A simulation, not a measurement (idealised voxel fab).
process module | voxel local oxidation
cross-section cut | 175 nm wide | cells 5 nm
A cross-section is a grid of square cells, given in bands from the top down. A band is one or more rows of cells.
Each band's line starts with the height of the band's top and of its bottom, in nm. Then come its materials from left to right, each with its width in nm. One material with "throughout" fills the band from edge to edge. "air" is empty space.
Height 0 is the level under which the wafer as received is all one material. The lowest band goes on downwards, as in "0 down".
A width such as "30 to 40" changes by the same amount from each row of cells to the next, from the band's top row to its bottom row.
"no change" after a step means that no cell of the cross-section changed.
closed voids: empty space of 8 cells or more with no open way to the top, each as width x height at its distance from the left edge, in nm
after a step's settings: what the simulator itself notes on the step
overlay nm, on a step with a mask: how far to the right of its planned place the mask lay; to the left if negative
plan
1 op RECEIVE | material Si
2 op OXIDIZE | depth nm 5
3 op CONFORMAL_DEP | material SiN | thk nm 15
4 op PATTERN | tone cover | mask id ACTIVE | material resist | width nm 100 | thk nm 15 | overlay nm 0
5 op DIRECTIONAL_ETCH | etch materials SiN | depth nm 15
6 op STRIP | etch materials resist
7 op SELECTIVE_ETCH | etch materials SiO2 | depth nm 5
8 op OXIDIZE | depth nm 10
9 op STRIP | etch materials SiN
first wafer, as planned
as received, after step 1
  0 down: Si throughout
  closed voids: none
after step 2
  0 to -5: SiO2 throughout
  below -5: unchanged
after step 3
  15 to 0: SiN throughout
  below 0: unchanged
after step 4
  30 to 15: air 35 | resist 100 | air 40
  below 15: unchanged
after step 5
  30 to 15: air 35 | resist 100 | air 40
  15 to 0: air 35 | SiN 100 | air 40
  below 0: unchanged
after step 6
  15 to 0: air 35 | SiN 100 | air 40
  below 0: unchanged
after step 7
  15 to 0: air 35 | SiN 100 | air 40
  0 to -5: air 40 | SiO2 90 | air 45
  below -5: unchanged
after step 8
  15 to 0: air 35 | SiN 100 | air 40
  0 to -5: air 40 | SiO2 90 | air 45
  -5 to -15: SiO2 50 | Si 70 | SiO2 55
  below -15: unchanged
after step 9
  0 to -5: air 40 | SiO2 90 | air 45
  below -5: unchanged
second wafer: like start, like plan, one mistake. Through step 2 it matches the first wafer
when step 3 should have ended
  15 to -5: SiO2 throughout
  below -5: unchanged
when step 4 should have ended
  30 to 15: air 35 | resist 100 | air 40
  below 15: unchanged
when step 5 should have ended: no change
when step 6 should have ended
  15 to -5: SiO2 throughout
  below -5: unchanged
when step 7 should have ended
  10 to -5: SiO2 throughout
  below -5: unchanged
when step 8 should have ended: no change
when step 9 should have ended: no change
what went wrong: step 3 ran as: op CONFORMAL_DEP | material SiO2 | thk nm 15
at the end the second wafer has, in cells: 42 more of Si | 45 more of SiO2
